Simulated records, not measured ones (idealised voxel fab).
process module | voxel released beams
cross-section cut | 185 nm wide | cells 5 nm
A cross-section is a grid of square cells, given in bands from the top down. A band is one or more rows of cells.
Each band's line starts with the height of the band's top and of its bottom, in nm. Then come its materials from left to right, each with its width in nm. One material with "throughout" fills the band from edge to edge. "air" is empty space.
Height 0 is the level under which the wafer as received is all one material. The lowest band goes on downwards, as in "0 down".
A width such as "30 to 40" changes by the same amount from each row of cells to the next, from the band's top row to its bottom row.
"no change" after a step means that no cell of the cross-section changed.
closed voids: empty space of 8 cells or more with no open way to the top, each as width x height at its distance from the left edge, in nm
after a step's settings: what the simulator itself notes on the step
overlay nm, on a step with a mask: how far to the right of its planned place the mask lay; to the left if negative
Each pair below shows a cross-section before one step and the cross-section after it, down to the lowest band that changed. The line under each pair gives the step between them, with its settings. The pairs can come from different runs of this module on the same starting wafer, so a pair continues from the pair above only where its "before" says so.
before
  0 down: Si throughout
  closed voids: none
after
  5 to 0: SiN throughout
  below 0: unchanged
  closed voids: none
the step between: op CONFORMAL_DEP | material SiN | thk nm 5
before: the cross-section after the pair above
after
  15 to 5: SiO2 throughout
  below 5: unchanged
  closed voids: none
the step between: op DIRECTIONAL_DEP | material SiO2 | thk nm 10
before: the cross-section after the pair above
after
  25 to 15: aC throughout
  below 15: unchanged
  closed voids: none
the step between: op DIRECTIONAL_DEP | material aC | thk nm 10
before: the cross-section after the pair above
after
  55 to 25: resist 55 | air 30 | resist 100
  below 25: unchanged
  closed voids: none
the step between: op PATTERN | tone open | mask id ANCHOR | material resist | width nm 30 | thk nm 30 | overlay nm 0
before: the cross-section after the pair above
after
  45 to 25: resist 55 | air 30 | resist 100
  25 to 15: aC 55 | air 30 | aC 100
  below 15: unchanged
  closed voids: none
the step between: op DIRECTIONAL_ETCH | etch materials aC | depth nm 10
before: the cross-section after the pair above
after
  25 to 15: aC 55 | air 30 | aC 100
  below 15: unchanged
  closed voids: none
the step between: op STRIP | etch materials resist
before: the cross-section after the pair above
after
  25 to 15: aC 55 | air 30 | aC 100
  15 to 5: SiO2 55 | air 30 | SiO2 100
  below 5: unchanged
  closed voids: none
the step between: op DIRECTIONAL_ETCH | etch materials SiO2 | depth nm 10
before: the cross-section after the pair above
after
  15 to 5: SiO2 55 | air 30 | SiO2 100
  below 5: unchanged
  closed voids: none
the step between: op STRIP | etch materials aC
before: the cross-section after the pair above
after
  25 to 15: polySi 65 | air 10 | polySi 110
  15 to 5: SiO2 55 | polySi 30 | SiO2 100
  below 5: unchanged
  closed voids: none
the step between: op CONFORMAL_DEP | material polySi | thk nm 10
before: the cross-section after the pair above
after
  40 to 30: aC 65 | air 10 | aC 110
  30 to 25: aC throughout
  25 to 15: polySi 65 | aC 10 | polySi 110
  below 15: unchanged
  closed voids: none
the step between: op DIRECTIONAL_DEP | material aC | thk nm 15
before: the cross-section after the pair above
after
  75 to 40: air 50 | resist 80 | air 55
  40 to 30: aC 65 | resist 10 | aC 110
  below 30: unchanged
  closed voids: none
the step between: op PATTERN | tone cover | mask id BEAM | material resist | width nm 80 | thk nm 35 | overlay nm 0
before: the cross-section after the pair above
after
  60 to 40: air 50 | resist 80 | air 55
  40 to 30: air 50 | aC 15 | resist 10 | aC 55 | air 55
  30 to 25: air 50 | aC 80 | air 55
  below 25: unchanged
  closed voids: none
the step between: op DIRECTIONAL_ETCH | etch materials aC | depth nm 15
before: the cross-section after the pair above
after
  40 to 30: air 50 | aC 15 | air 10 | aC 55 | air 55
  below 30: unchanged
  closed voids: none
the step between: op STRIP | etch materials resist
before: the cross-section after the pair above
after
  40 to 30: air 50 | aC 15 | air 10 | aC 55 | air 55
  30 to 25: air 50 | aC 80 | air 55
  25 to 15: air 50 | polySi 15 | aC 10 | polySi 55 | air 55
  below 15: unchanged
  closed voids: none
the step between: op DIRECTIONAL_ETCH | etch materials polySi | depth nm 10
before: the cross-section after the pair above
after
  25 to 15: air 50 | polySi 15 | air 10 | polySi 55 | air 55
  below 15: unchanged
  closed voids: none
the step between: op STRIP | etch materials aC
before: the cross-section after the pair above
after
  25 to 15: air 50 | polySi 15 | air 10 | polySi 55 | air 55
  15 to 5: air 55 | polySi 30 | air 100
  below 5: unchanged
  closed voids: none
the step between: op STRIP | etch materials SiO2
before
  0 down: Si throughout
  closed voids: none
after
  10 to 0: SiO2 throughout
  below 0: unchanged
  closed voids: none
the step between: op DIRECTIONAL_DEP | material SiO2 | thk nm 10
before: the cross-section after the pair above
after
  20 to 10: aC throughout
  below 10: unchanged
  closed voids: none
the step between: op DIRECTIONAL_DEP | material aC | thk nm 10
before: the cross-section after the pair above
after
  50 to 20: resist 55 | air 30 | resist 100
  below 20: unchanged
  closed voids: none
the step between: op PATTERN | tone open | mask id ANCHOR | material resist | width nm 30 | thk nm 30 | overlay nm 0
before: the cross-section after the pair above
after
  40 to 20: resist 55 | air 30 | resist 100
  20 to 10: aC 55 | air 30 | aC 100
  below 10: unchanged
  closed voids: none
the step between: op DIRECTIONAL_ETCH | etch materials aC | depth nm 10
before: the cross-section after the pair above
after
  20 to 10: aC 55 | air 30 | aC 100
  below 10: unchanged
  closed voids: none
the step between: op STRIP | etch materials resist
before: the cross-section after the pair above
after
  20 to 10: aC 55 | air 30 | aC 100
  10 to 0: SiO2 55 | air 30 | SiO2 100
  below 0: unchanged
  closed voids: none
the step between: op DIRECTIONAL_ETCH | etch materials SiO2 | depth nm 10
before: the cross-section after the pair above
after
  10 to 0: SiO2 55 | air 30 | SiO2 100
  below 0: unchanged
  closed voids: none
the step between: op STRIP | etch materials aC
before: the cross-section after the pair above
after
  20 to 10: polySi 65 | air 10 | polySi 110
  10 to 0: SiO2 55 | polySi 30 | SiO2 100
  below 0: unchanged
  closed voids: none
the step between: op CONFORMAL_DEP | material polySi | thk nm 10
before: the cross-section after the pair above
after
  35 to 25: aC 65 | air 10 | aC 110
  25 to 20: aC throughout
  20 to 10: polySi 65 | aC 10 | polySi 110
  below 10: unchanged
  closed voids: none
the step between: op DIRECTIONAL_DEP | material aC | thk nm 15
before: the cross-section after the pair above
after
  70 to 35: air 50 | resist 80 | air 55
  35 to 25: aC 65 | resist 10 | aC 110
  below 25: unchanged
  closed voids: none
the step between: op PATTERN | tone cover | mask id BEAM | material resist | width nm 80 | thk nm 35 | overlay nm 0
before: the cross-section after the pair above
after
  55 to 35: air 50 | resist 80 | air 55
  35 to 25: air 50 | aC 15 | resist 10 | aC 55 | air 55
  25 to 20: air 50 | aC 80 | air 55
  below 20: unchanged
  closed voids: none
the step between: op DIRECTIONAL_ETCH | etch materials aC | depth nm 15
before: the cross-section after the pair above
after
  35 to 25: air 50 | aC 15 | air 10 | aC 55 | air 55
  below 25: unchanged
  closed voids: none
the step between: op STRIP | etch materials resist
before: the cross-section after the pair above
after
  35 to 25: air 50 | aC 15 | air 10 | aC 55 | air 55
  25 to 20: air 50 | aC 80 | air 55
  20 to 10: air 50 | polySi 15 | aC 10 | polySi 55 | air 55
  below 10: unchanged
  closed voids: none
the step between: op DIRECTIONAL_ETCH | etch materials polySi | depth nm 10
before: the cross-section after the pair above
after
  20 to 10: air 50 | polySi 15 | air 10 | polySi 55 | air 55
  below 10: unchanged
  closed voids: none
the step between: op STRIP | etch materials aC
before: the cross-section after the pair above
after
  20 to 10: air 50 | polySi 15 | air 10 | polySi 55 | air 55
  10 to 0: air 55 | polySi 30 | air 100
  below 0: unchanged
  closed voids: none
the step between: op STRIP | etch materials SiO2
before
  10 to 0: SiO2 throughout
  0 down: Si throughout
  closed voids: none
after
  15 to 10: SiN throughout
  below 10: unchanged
  closed voids: none
the step between: op CONFORMAL_DEP | material SiN | thk nm 5
before: the cross-section after the pair above
after
  25 to 15: aC throughout
  below 15: unchanged
  closed voids: none
the step between: op DIRECTIONAL_DEP | material aC | thk nm 10
before: the cross-section after the pair above
after
  55 to 25: resist 55 | air 30 | resist 100
  below 25: unchanged
  closed voids: none
the step between: op PATTERN | tone open | mask id ANCHOR | material resist | width nm 30 | thk nm 30 | overlay nm 0
before: the cross-section after the pair above
after
  45 to 25: resist 55 | air 30 | resist 100
  25 to 15: aC 55 | air 30 | aC 100
  below 15: unchanged
  closed voids: none
the step between: op DIRECTIONAL_ETCH | etch materials aC | depth nm 10
before: the cross-section after the pair above
after
  25 to 15: aC 55 | air 30 | aC 100
  below 15: unchanged
  closed voids: none
the step between: op STRIP | etch materials resist
before: the cross-section after the pair above
after
  15 to 10: SiN throughout
  below 10: unchanged
  closed voids: none
the step between: op STRIP | etch materials aC
before: the cross-section after the pair above
after
  25 to 15: polySi throughout
  below 15: unchanged
  closed voids: none
the step between: op CONFORMAL_DEP | material polySi | thk nm 10
before: the cross-section after the pair above
after
  40 to 25: aC throughout
  below 25: unchanged
  closed voids: none
the step between: op DIRECTIONAL_DEP | material aC | thk nm 15
before: the cross-section after the pair above
after
  75 to 40: air 50 | resist 80 | air 55
  below 40: unchanged
  closed voids: none
the step between: op PATTERN | tone cover | mask id BEAM | material resist | width nm 80 | thk nm 35 | overlay nm 0
before: the cross-section after the pair above
after
  60 to 40: air 50 | resist 80 | air 55
  40 to 25: air 50 | aC 80 | air 55
  below 25: unchanged
  closed voids: none
the step between: op DIRECTIONAL_ETCH | etch materials aC | depth nm 15
before: the cross-section after the pair above
after
  40 to 25: air 50 | aC 80 | air 55
  below 25: unchanged
  closed voids: none
the step between: op STRIP | etch materials resist
before: the cross-section after the pair above
after
  40 to 25: air 50 | aC 80 | air 55
  25 to 15: air 50 | polySi 80 | air 55
  below 15: unchanged
  closed voids: none
the step between: op DIRECTIONAL_ETCH | etch materials polySi | depth nm 10
before: the cross-section after the pair above
after
  25 to 15: air 50 | polySi 80 | air 55
  below 15: unchanged
  closed voids: none
the step between: op STRIP | etch materials aC
before
  0 down: Si throughout
  closed voids: none
after
  15 to 0: SiN throughout
  below 0: unchanged
  closed voids: none
the step between: op CONFORMAL_DEP | material SiN | thk nm 15
before: the cross-section after the pair above
after
  25 to 15: SiO2 throughout
  below 15: unchanged
  closed voids: none
the step between: op DIRECTIONAL_DEP | material SiO2 | thk nm 10
before: the cross-section after the pair above
after
  35 to 25: aC throughout
  below 25: unchanged
  closed voids: none
the step between: op DIRECTIONAL_DEP | material aC | thk nm 10
before: the cross-section after the pair above
after
  65 to 35: resist 55 | air 30 | resist 100
  below 35: unchanged
  closed voids: none
the step between: op PATTERN | tone open | mask id ANCHOR | material resist | width nm 30 | thk nm 30 | overlay nm 0
before: the cross-section after the pair above
after
  55 to 35: resist 55 | air 30 | resist 100
  35 to 25: aC 55 | air 30 | aC 100
  below 25: unchanged
  closed voids: none
the step between: op DIRECTIONAL_ETCH | etch materials aC | depth nm 10
before: the cross-section after the pair above
after
  35 to 25: aC 55 | air 30 | aC 100
  below 25: unchanged
  closed voids: none
the step between: op STRIP | etch materials resist
before: the cross-section after the pair above
after
  35 to 25: aC 55 | air 30 | aC 100
  25 to 15: SiO2 55 | air 30 | SiO2 100
  below 15: unchanged
  closed voids: none
the step between: op DIRECTIONAL_ETCH | etch materials SiO2 | depth nm 10
before: the cross-section after the pair above
after
  25 to 15: SiO2 55 | air 30 | SiO2 100
  below 15: unchanged
  closed voids: none
the step between: op STRIP | etch materials aC
before: the cross-section after the pair above
after
  35 to 25: polySi 65 | air 10 | polySi 110
  25 to 15: SiO2 55 | polySi 30 | SiO2 100
  below 15: unchanged
  closed voids: none
the step between: op CONFORMAL_DEP | material polySi | thk nm 10
before: the cross-section after the pair above
after
  50 to 40: aC 65 | air 10 | aC 110
  40 to 35: aC throughout
  35 to 25: polySi 65 | aC 10 | polySi 110
  below 25: unchanged
  closed voids: none
the step between: op DIRECTIONAL_DEP | material aC | thk nm 15
before: the cross-section after the pair above
after
  85 to 50: air 50 | resist 80 | air 55
  50 to 40: aC 65 | resist 10 | aC 110
  below 40: unchanged
  closed voids: none
the step between: op PATTERN | tone cover | mask id BEAM | material resist | width nm 80 | thk nm 35 | overlay nm 0
before: the cross-section after the pair above
after
  70 to 50: air 50 | resist 80 | air 55
  50 to 40: air 50 | aC 15 | resist 10 | aC 55 | air 55
  40 to 35: air 50 | aC 80 | air 55
  below 35: unchanged
  closed voids: none
the step between: op DIRECTIONAL_ETCH | etch materials aC | depth nm 15
before: the cross-section after the pair above
after
  50 to 40: air 50 | aC 15 | air 10 | aC 55 | air 55
  below 40: unchanged
  closed voids: none
the step between: op STRIP | etch materials resist
before: the cross-section after the pair above
after
  50 to 40: air 50 | aC 15 | air 10 | aC 55 | air 55
  40 to 35: air 50 | aC 80 | air 55
  35 to 25: air 50 | polySi 15 | aC 10 | polySi 55 | air 55
  below 25: unchanged
  closed voids: none
the step between: op DIRECTIONAL_ETCH | etch materials polySi | depth nm 10
before: the cross-section after the pair above
after
  35 to 25: air 50 | polySi 15 | air 10 | polySi 55 | air 55
  below 25: unchanged
  closed voids: none
the step between: op STRIP | etch materials aC
before: the cross-section after the pair above
after
  35 to 25: air 50 | polySi 15 | air 10 | polySi 55 | air 55
  25 to 15: air 55 | polySi 30 | air 100
  below 15: unchanged
  closed voids: none
the step between: op STRIP | etch materials SiO2
before
  40 to 30: aC 65 | air 10 | aC 110
  30 to 25: aC throughout
  25 to 15: polySi 65 | aC 10 | polySi 110
  15 to 5: SiO2 55 | polySi 30 | SiO2 100
  5 to 0: SiN throughout
  0 down: Si throughout
  closed voids: none
after
  75 to 40: air 50 | resist 85 | air 50
  40 to 30: aC 65 | resist 10 | aC 110
  below 30: unchanged
  closed voids: none
the step between: op PATTERN | tone cover | mask id BEAM | material resist | width nm 85 | thk nm 35 | overlay nm 0
before: the cross-section after the pair above
after
  60 to 40: air 50 | resist 85 | air 50
  40 to 30: air 50 | aC 15 | resist 10 | aC 60 | air 50
  30 to 25: air 50 | aC 85 | air 50
  below 25: unchanged
  closed voids: none
the step between: op DIRECTIONAL_ETCH | etch materials aC | depth nm 15
before: the cross-section after the pair above
after
  40 to 30: air 50 | aC 15 | air 10 | aC 60 | air 50
  below 30: unchanged
  closed voids: none
the step between: op STRIP | etch materials resist
before: the cross-section after the pair above
after
  40 to 30: air 50 | aC 15 | air 10 | aC 60 | air 50
  30 to 25: air 50 | aC 85 | air 50
  25 to 15: air 50 | polySi 15 | aC 10 | polySi 60 | air 50
  below 15: unchanged
  closed voids: none
the step between: op DIRECTIONAL_ETCH | etch materials polySi | depth nm 10
before: the cross-section after the pair above
after
  25 to 15: air 50 | polySi 15 | air 10 | polySi 60 | air 50
  below 15: unchanged
  closed voids: none
the step between: op STRIP | etch materials aC
before: the cross-section after the pair above
after
  25 to 15: air 50 | polySi 15 | air 10 | polySi 60 | air 50
  15 to 5: air 55 | polySi 30 | air 100
  below 5: unchanged
  closed voids: none
the step between: op STRIP | etch materials SiO2
before
  40 to 30: aC 65 | air 10 | aC 110
  30 to 25: aC throughout
  25 to 15: polySi 65 | aC 10 | polySi 110
  15 to 5: SiO2 55 | polySi 30 | SiO2 100
  5 to 0: SiN throughout
  0 down: Si throughout
  closed voids: none
after
  75 to 40: air 60 | resist 80 | air 45
  40 to 30: aC 65 | resist 10 | aC 110
  below 30: unchanged
  closed voids: none
the step between: op PATTERN | tone cover | mask id BEAM | material resist | width nm 80 | thk nm 35 | overlay nm 10
before: the cross-section after the pair above
after
  60 to 40: air 60 | resist 80 | air 45
  40 to 30: air 60 | aC 5 | resist 10 | aC 65 | air 45
  30 to 25: air 60 | aC 80 | air 45
  below 25: unchanged
  closed voids: none
the step between: op DIRECTIONAL_ETCH | etch materials aC | depth nm 15
before: the cross-section after the pair above
after
  40 to 30: air 60 | aC 5 | air 10 | aC 65 | air 45
  below 30: unchanged
  closed voids: none
the step between: op STRIP | etch materials resist
before: the cross-section after the pair above
after
  40 to 30: air 60 | aC 5 | air 10 | aC 65 | air 45
  30 to 25: air 60 | aC 80 | air 45
  25 to 15: air 60 | polySi 5 | aC 10 | polySi 65 | air 45
  below 15: unchanged
  closed voids: none
the step between: op DIRECTIONAL_ETCH | etch materials polySi | depth nm 10
before: the cross-section after the pair above
after
  25 to 15: air 60 | polySi 5 | air 10 | polySi 65 | air 45
  below 15: unchanged
  closed voids: none
the step between: op STRIP | etch materials aC
before: the cross-section after the pair above
after
  25 to 15: air 60 | polySi 5 | air 10 | polySi 65 | air 45
  15 to 5: air 55 | polySi 30 | air 100
  below 5: unchanged
  closed voids: none
the step between: op STRIP | etch materials SiO2
before
  15 to 5: SiO2 throughout
  5 to 0: SiN throughout
  0 down: Si throughout
  closed voids: none
after
  25 to 15: SiN throughout
  below 15: unchanged
  closed voids: none
the step between: op DIRECTIONAL_DEP | material SiN | thk nm 10
before: the cross-section after the pair above
after
  55 to 25: resist 55 | air 30 | resist 100
  below 25: unchanged
  closed voids: none
the step between: op PATTERN | tone open | mask id ANCHOR | material resist | width nm 30 | thk nm 30 | overlay nm 0
before: the cross-section after the pair above
after
  45 to 25: resist 55 | air 30 | resist 100
  below 25: unchanged
  closed voids: none
the step between: op DIRECTIONAL_ETCH | etch materials aC | depth nm 10
before: the cross-section after the pair above
after
  25 to 15: SiN throughout
  below 15: unchanged
  closed voids: none
the step between: op STRIP | etch materials resist
before: the cross-section after the pair above
after
  35 to 25: polySi throughout
  below 25: unchanged
  closed voids: none
the step between: op CONFORMAL_DEP | material polySi | thk nm 10
before: the cross-section after the pair above
after
  50 to 35: aC throughout
  below 35: unchanged
  closed voids: none
the step between: op DIRECTIONAL_DEP | material aC | thk nm 15
before: the cross-section after the pair above
after
  85 to 50: air 50 | resist 80 | air 55
  below 50: unchanged
  closed voids: none
the step between: op PATTERN | tone cover | mask id BEAM | material resist | width nm 80 | thk nm 35 | overlay nm 0
before: the cross-section after the pair above
after
  70 to 50: air 50 | resist 80 | air 55
  50 to 35: air 50 | aC 80 | air 55
  below 35: unchanged
  closed voids: none
the step between: op DIRECTIONAL_ETCH | etch materials aC | depth nm 15
before: the cross-section after the pair above
after
  50 to 35: air 50 | aC 80 | air 55
  below 35: unchanged
  closed voids: none
the step between: op STRIP | etch materials resist
before: the cross-section after the pair above
after
  50 to 35: air 50 | aC 80 | air 55
  35 to 25: air 50 | polySi 80 | air 55
  below 25: unchanged
  closed voids: none
the step between: op DIRECTIONAL_ETCH | etch materials polySi | depth nm 10
before: the cross-section after the pair above
after
  35 to 25: air 50 | polySi 80 | air 55
  below 25: unchanged
  closed voids: none
the step between: op STRIP | etch materials aC
before
  25 to 15: aC throughout
  15 to 5: SiO2 throughout
  5 to 0: SiN throughout
  0 down: Si throughout
  closed voids: none
after
  55 to 25: air 55 | resist 30 | air 100
  below 25: unchanged
  closed voids: none
the step between: op PATTERN | tone cover | mask id ANCHOR | material resist | width nm 30 | thk nm 30 | overlay nm 0
before: the cross-section after the pair above
after
  45 to 25: air 55 | resist 30 | air 100
  25 to 15: air 55 | aC 30 | air 100
  below 15: unchanged
  closed voids: none
the step between: op DIRECTIONAL_ETCH | etch materials aC | depth nm 10
before: the cross-section after the pair above
after
  25 to 15: air 55 | aC 30 | air 100
  below 15: unchanged
  closed voids: none
the step between: op STRIP | etch materials resist
before: the cross-section after the pair above
after
  25 to 15: air 55 | aC 30 | air 100
  15 to 5: air 55 | SiO2 30 | air 100
  below 5: unchanged
  closed voids: none
the step between: op DIRECTIONAL_ETCH | etch materials SiO2 | depth nm 10
before: the cross-section after the pair above
after
  15 to 5: air 55 | SiO2 30 | air 100
  below 5: unchanged
  closed voids: none
the step between: op STRIP | etch materials aC
before: the cross-section after the pair above
after
  25 to 15: air 45 | polySi 50 | air 90
  15 to 5: polySi 55 | SiO2 30 | polySi 100
  below 5: unchanged
  closed voids: none
the step between: op CONFORMAL_DEP | material polySi | thk nm 10
before: the cross-section after the pair above
after
  40 to 30: air 45 | aC 50 | air 90
  30 to 25: aC throughout
  25 to 15: aC 45 | polySi 50 | aC 90
  below 15: unchanged
  closed voids: none
the step between: op DIRECTIONAL_DEP | material aC | thk nm 15
before: the cross-section after the pair above
after
  75 to 40: air 50 | resist 80 | air 55
  40 to 30: air 45 | aC 50 | resist 35 | air 55
  below 30: unchanged
  closed voids: none
the step between: op PATTERN | tone cover | mask id BEAM | material resist | width nm 80 | thk nm 35 | overlay nm 0
before: the cross-section after the pair above
after
  60 to 40: air 50 | resist 80 | air 55
  40 to 30: air 50 | aC 45 | resist 35 | air 55
  30 to 25: air 50 | aC 80 | air 55
  25 to 15: air 45 | polySi 50 | aC 35 | air 55
  below 15: unchanged
  closed voids: none
the step between: op DIRECTIONAL_ETCH | etch materials aC | depth nm 15
before: the cross-section after the pair above
after
  40 to 30: air 50 | aC 45 | air 90
  below 30: unchanged
  closed voids: none
the step between: op STRIP | etch materials resist
before: the cross-section after the pair above
after
  40 to 30: air 50 | aC 45 | air 90
  30 to 25: air 50 | aC 80 | air 55
  25 to 15: air 50 | polySi 45 | aC 35 | air 55
  15 to 5: air 45 | polySi 10 | SiO2 30 | polySi 45 | air 55
  below 5: unchanged
  closed voids: none
the step between: op DIRECTIONAL_ETCH | etch materials polySi | depth nm 10
before: the cross-section after the pair above
after
  25 to 15: air 50 | polySi 45 | air 90
  below 15: unchanged
  closed voids: none
the step between: op STRIP | etch materials aC
